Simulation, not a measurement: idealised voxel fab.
Name of the process module below: voxel self aligned vias
Cross-section cut spans 145 nm and uses square cells 5 nm in size.
Each cross-section below is a grid of square cells, stated as bands in top-down order, with one or more rows of cells making up each band.
What a band's entry tells you: where the top is and where the bottom is, as heights in nm, and after that what lies inside, material by material from left to right, each with its width in nm. Empty space is written as the word "blank", and a single material marked with the word "all across" occupies the band from edge to edge.
All heights in this document are referenced to 0, defined as the level beneath which the wafer, as received, consists entirely of one material. The lowest band is not bounded below; it extends indefinitely downward and is written in the form "0 -> down".
Width: "30 to 40" (first number = top row, second number = bottom row, same change from row to row of cells).
"nothing different" for a step: no cell of the cross-section changed in that step.
The entry "Closed void catalog" lists the empty spaces that cover at least 8 cells and have no open path to the top. Each is written as width x height at distance, where the distance is measured from the left edge and all three values are in nm.
Whatever follows a step's settings on its line is a remark the simulator itself makes about that step.
overlay nm: on a step with a mask, how far right of its planned place the mask lay; negative means left.
## Planned step list for the process
1 op RECEIVE | material Si
2 op CONFORMAL_DEP | material SiO2 | thk nm 15
3 op CONFORMAL_DEP | material SiCN | thk nm 5
4 op DIRECTIONAL_DEP | material lowk | thk nm 25
5 op MASKED_ETCH | tone open | mask id LINES | width nm 25 | pitch nm 65 | etch materials lowk | depth nm 25 | overlay nm 0
6 op CONFORMAL_DEP | material TiN | thk nm 5
7 op FILL_DEP | material Ru | thk nm 5
8 op CMP | height nm 45
9 op SELECTIVE_ETCH | etch materials W Ru TiN | depth nm 10
10 op FILL_DEP | material SiN | thk nm 5
11 op CMP | height nm 45
12 op DIRECTIONAL_DEP | material lowk | thk nm 20
13 op DIRECTIONAL_DEP | material aC | thk nm 15
14 op PATTERN | tone open | mask id VIAS | material resist | width nm 45 | thk nm 35 | overlay nm 0
15 op DIRECTIONAL_ETCH | etch materials aC | depth nm 15
16 op STRIP | etch materials resist
17 op DIRECTIONAL_ETCH | etch materials lowk | depth nm 20
18 op DIRECTIONAL_ETCH | etch materials SiN | depth nm 10
19 op STRIP | etch materials aC
20 op CONFORMAL_DEP | material TiN | thk nm 5
21 op FILL_DEP | material W | thk nm 10
22 op CMP | height nm 65
23 op CONFORMAL_DEP | material SiN | thk nm 5
## What follows covers the first of two wafers; it ran as planned
## Cross-section, incoming material, after step 1
0 -> down = Si all across
Closed void catalog: none
## The wafer, seen in cross-section, after step 2
15 -> 0 = SiO2 all across
Note: structure below 0 unchanged.
## The wafer, seen in cross-section, after step 3
20 -> 15 = SiCN all across
Note: structure below 15 unchanged.
## The wafer, seen in cross-section, after step 4
45 -> 20 = lowk all across
Note: structure below 20 unchanged.
## The wafer, seen in cross-section, after step 5
45 -> 20 = lowk 25 nm, then blank 25 nm, then lowk 40 nm, then blank 25 nm, then lowk 30 nm
Note: structure below 20 unchanged.
## The wafer, seen in cross-section, after step 6
50 -> 45 = TiN 30 nm, then blank 15 nm, then TiN 50 nm, then blank 15 nm, then TiN 35 nm
45 -> 25 = lowk 25 nm, then TiN 5 nm, then blank 15 nm, then TiN 5 nm, then lowk 40 nm, then TiN 5 nm, then blank 15 nm, then TiN 5 nm, then lowk 30 nm
25 -> 20 = lowk 25 nm, then TiN 25 nm, then lowk 40 nm, then TiN 25 nm, then lowk 30 nm
Note: structure below 20 unchanged.
## The wafer, seen in cross-section, after step 7
55 -> 50 = Ru all across
50 -> 45 = TiN 30 nm, then Ru 15 nm, then TiN 50 nm, then Ru 15 nm, then TiN 35 nm
45 -> 25 = lowk 25 nm, then TiN 5 nm, then Ru 15 nm, then TiN 5 nm, then lowk 40 nm, then TiN 5 nm, then Ru 15 nm, then TiN 5 nm, then lowk 30 nm
Note: structure below 25 unchanged.
## The wafer, seen in cross-section, after step 8
45 -> 25 = lowk 25 nm, then TiN 5 nm, then Ru 15 nm, then TiN 5 nm, then lowk 40 nm, then TiN 5 nm, then Ru 15 nm, then TiN 5 nm, then lowk 30 nm
Note: structure below 25 unchanged.
## The wafer, seen in cross-section, after step 9
45 -> 35 = lowk 25 nm, then blank 25 nm, then lowk 40 nm, then blank 25 nm, then lowk 30 nm
Note: structure below 35 unchanged.
## The wafer, seen in cross-section, after step 10
50 -> 45 = SiN all across
45 -> 35 = lowk 25 nm, then SiN 25 nm, then lowk 40 nm, then SiN 25 nm, then lowk 30 nm
Note: structure below 35 unchanged.
## The wafer, seen in cross-section, after step 11
45 -> 35 = lowk 25 nm, then SiN 25 nm, then lowk 40 nm, then SiN 25 nm, then lowk 30 nm
Note: structure below 35 unchanged.
## The wafer, seen in cross-section, after step 12
65 -> 45 = lowk all across
Note: structure below 45 unchanged.
## The wafer, seen in cross-section, after step 13
80 -> 65 = aC all across
Note: structure below 65 unchanged.
## The wafer, seen in cross-section, after step 14
115 -> 80 = resist 15 nm, then blank 45 nm, then resist 85 nm
Note: structure below 80 unchanged.
## The wafer, seen in cross-section, after step 15
100 -> 80 = resist 15 nm, then blank 45 nm, then resist 85 nm
80 -> 65 = aC 15 nm, then blank 45 nm, then aC 85 nm
Note: structure below 65 unchanged.
## The wafer, seen in cross-section, after step 16
80 -> 65 = aC 15 nm, then blank 45 nm, then aC 85 nm
Note: structure below 65 unchanged.
## The wafer, seen in cross-section, after step 17
80 -> 65 = aC 15 nm, then blank 45 nm, then aC 85 nm
65 -> 45 = lowk 15 nm, then blank 45 nm, then lowk 85 nm
Note: structure below 45 unchanged.
## The wafer, seen in cross-section, after step 18
80 -> 65 = aC 15 nm, then blank 45 nm, then aC 85 nm
65 -> 45 = lowk 15 nm, then blank 45 nm, then lowk 85 nm
45 -> 35 = lowk 25 nm, then blank 25 nm, then lowk 40 nm, then SiN 25 nm, then lowk 30 nm
Note: structure below 35 unchanged.
## The wafer, seen in cross-section, after step 19
65 -> 45 = lowk 15 nm, then blank 45 nm, then lowk 85 nm
Note: structure below 45 unchanged.
## The wafer, seen in cross-section, after step 20
70 -> 65 = TiN 20 nm, then blank 35 nm, then TiN 90 nm
65 -> 50 = lowk 15 nm, then TiN 5 nm, then blank 35 nm, then TiN 5 nm, then lowk 85 nm
50 -> 45 = lowk 15 nm, then TiN 15 nm, then blank 15 nm, then TiN 15 nm, then lowk 85 nm
45 -> 40 = lowk 25 nm, then TiN 5 nm, then blank 15 nm, then TiN 5 nm, then lowk 40 nm, then SiN 25 nm, then lowk 30 nm
40 -> 35 = lowk 25 nm, then TiN 25 nm, then lowk 40 nm, then SiN 25 nm, then lowk 30 nm
Note: structure below 35 unchanged.
## The wafer, seen in cross-section, after step 21
80 -> 70 = W all across
70 -> 65 = TiN 20 nm, then W 35 nm, then TiN 90 nm
65 -> 50 = lowk 15 nm, then TiN 5 nm, then W 35 nm, then TiN 5 nm, then lowk 85 nm
50 -> 45 = lowk 15 nm, then TiN 15 nm, then W 15 nm, then TiN 15 nm, then lowk 85 nm
45 -> 40 = lowk 25 nm, then TiN 5 nm, then W 15 nm, then TiN 5 nm, then lowk 40 nm, then SiN 25 nm, then lowk 30 nm
Note: structure below 40 unchanged.
## The wafer, seen in cross-section, after step 22
65 -> 50 = lowk 15 nm, then TiN 5 nm, then W 35 nm, then TiN 5 nm, then lowk 85 nm
Note: structure below 50 unchanged.
## The wafer, seen in cross-section, after step 23
70 -> 65 = SiN all across
Note: structure below 65 unchanged.
## Second Wafer (Identical Start and Plan, One Processing Error; Matches First Wafer Through Step 1)
## Second wafer profile in section, at the moment step 2 of the plan was meant to be complete
30 -> 0 = SiO2 all across
Note: structure below 0 unchanged.
## Second wafer profile in section, at the moment step 3 of the plan was meant to be complete
35 -> 30 = SiCN all across
Note: structure below 30 unchanged.
## Second wafer profile in section, at the moment step 4 of the plan was meant to be complete
60 -> 35 = lowk all across
Note: structure below 35 unchanged.
## Second wafer profile in section, at the moment step 5 of the plan was meant to be complete
60 -> 35 = lowk 25 nm, then blank 25 nm, then lowk 40 nm, then blank 25 nm, then lowk 30 nm
Note: structure below 35 unchanged.
## Second wafer profile in section, at the moment step 6 of the plan was meant to be complete
65 -> 60 = TiN 30 nm, then blank 15 nm, then TiN 50 nm, then blank 15 nm, then TiN 35 nm
60 -> 40 = lowk 25 nm, then TiN 5 nm, then blank 15 nm, then TiN 5 nm, then lowk 40 nm, then TiN 5 nm, then blank 15 nm, then TiN 5 nm, then lowk 30 nm
40 -> 35 = lowk 25 nm, then TiN 25 nm, then lowk 40 nm, then TiN 25 nm, then lowk 30 nm
Note: structure below 35 unchanged.
## Second wafer profile in section, at the moment step 7 of the plan was meant to be complete
70 -> 65 = Ru all across
65 -> 60 = TiN 30 nm, then Ru 15 nm, then TiN 50 nm, then Ru 15 nm, then TiN 35 nm
60 -> 40 = lowk 25 nm, then TiN 5 nm, then Ru 15 nm, then TiN 5 nm, then lowk 40 nm, then TiN 5 nm, then Ru 15 nm, then TiN 5 nm, then lowk 30 nm
Note: structure below 40 unchanged.
## Second wafer profile in section, at the moment step 8 of the plan was meant to be complete
45 -> 40 = lowk 25 nm, then TiN 5 nm, then Ru 15 nm, then TiN 5 nm, then lowk 40 nm, then TiN 5 nm, then Ru 15 nm, then TiN 5 nm, then lowk 30 nm
Note: structure below 40 unchanged.
## Second wafer profile in section, at the moment step 9 of the plan was meant to be complete
45 -> 35 = lowk 25 nm, then blank 25 nm, then lowk 40 nm, then blank 25 nm, then lowk 30 nm
Note: structure below 35 unchanged.
## Second wafer profile in section, at the moment step 10 of the plan was meant to be complete
50 -> 45 = SiN all across
45 -> 35 = lowk 25 nm, then SiN 25 nm, then lowk 40 nm, then SiN 25 nm, then lowk 30 nm
Note: structure below 35 unchanged.
## Second wafer profile in section, at the moment step 11 of the plan was meant to be complete
45 -> 35 = lowk 25 nm, then SiN 25 nm, then lowk 40 nm, then SiN 25 nm, then lowk 30 nm
Note: structure below 35 unchanged.
## Second wafer profile in section, at the moment step 12 of the plan was meant to be complete
65 -> 45 = lowk all across
Note: structure below 45 unchanged.
## Second wafer profile in section, at the moment step 13 of the plan was meant to be complete
80 -> 65 = aC all across
Note: structure below 65 unchanged.
## Second wafer profile in section, at the moment step 14 of the plan was meant to be complete
115 -> 80 = resist 15 nm, then blank 45 nm, then resist 85 nm
Note: structure below 80 unchanged.
## Second wafer profile in section, at the moment step 15 of the plan was meant to be complete
100 -> 80 = resist 15 nm, then blank 45 nm, then resist 85 nm
80 -> 65 = aC 15 nm, then blank 45 nm, then aC 85 nm
Note: structure below 65 unchanged.
## Second wafer profile in section, at the moment step 16 of the plan was meant to be complete
80 -> 65 = aC 15 nm, then blank 45 nm, then aC 85 nm
Note: structure below 65 unchanged.
## Second wafer profile in section, at the moment step 17 of the plan was meant to be complete
80 -> 65 = aC 15 nm, then blank 45 nm, then aC 85 nm
65 -> 45 = lowk 15 nm, then blank 45 nm, then lowk 85 nm
Note: structure below 45 unchanged.
## Second wafer profile in section, at the moment step 18 of the plan was meant to be complete
80 -> 65 = aC 15 nm, then blank 45 nm, then aC 85 nm
65 -> 45 = lowk 15 nm, then blank 45 nm, then lowk 85 nm
45 -> 35 = lowk 25 nm, then blank 25 nm, then lowk 40 nm, then SiN 25 nm, then lowk 30 nm
Note: structure below 35 unchanged.
## Second wafer profile in section, at the moment step 19 of the plan was meant to be complete
65 -> 45 = lowk 15 nm, then blank 45 nm, then lowk 85 nm
Note: structure below 45 unchanged.
## Second wafer profile in section, at the moment step 20 of the plan was meant to be complete
70 -> 65 = TiN 20 nm, then blank 35 nm, then TiN 90 nm
65 -> 50 = lowk 15 nm, then TiN 5 nm, then blank 35 nm, then TiN 5 nm, then lowk 85 nm
50 -> 45 = lowk 15 nm, then TiN 15 nm, then blank 15 nm, then TiN 15 nm, then lowk 85 nm
45 -> 40 = lowk 25 nm, then TiN 5 nm, then blank 15 nm, then TiN 5 nm, then lowk 40 nm, then SiN 25 nm, then lowk 30 nm
40 -> 35 = lowk 25 nm, then TiN 25 nm, then lowk 40 nm, then SiN 25 nm, then lowk 30 nm
Note: structure below 35 unchanged.
## Second wafer profile in section, at the moment step 21 of the plan was meant to be complete
80 -> 70 = W all across
70 -> 65 = TiN 20 nm, then W 35 nm, then TiN 90 nm
65 -> 50 = lowk 15 nm, then TiN 5 nm, then W 35 nm, then TiN 5 nm, then lowk 85 nm
50 -> 45 = lowk 15 nm, then TiN 15 nm, then W 15 nm, then TiN 15 nm, then lowk 85 nm
45 -> 40 = lowk 25 nm, then TiN 5 nm, then W 15 nm, then TiN 5 nm, then lowk 40 nm, then SiN 25 nm, then lowk 30 nm
Note: structure below 40 unchanged.
## Second wafer profile in section, at the moment step 22 of the plan was meant to be complete
65 -> 50 = lowk 15 nm, then TiN 5 nm, then W 35 nm, then TiN 5 nm, then lowk 85 nm
Note: structure below 50 unchanged.
## Second wafer profile in section, at the moment step 23 of the plan was meant to be complete
70 -> 65 = SiN all across
Note: structure below 65 unchanged.
The mistake made against the process plan was this: plan step 2 ran twice
Final cells, second wafer relative to first, materials higher or lower: Ru: 12 fewer, SiO2: 87 more, TiN: 18 fewer, lowk: 57 fewer
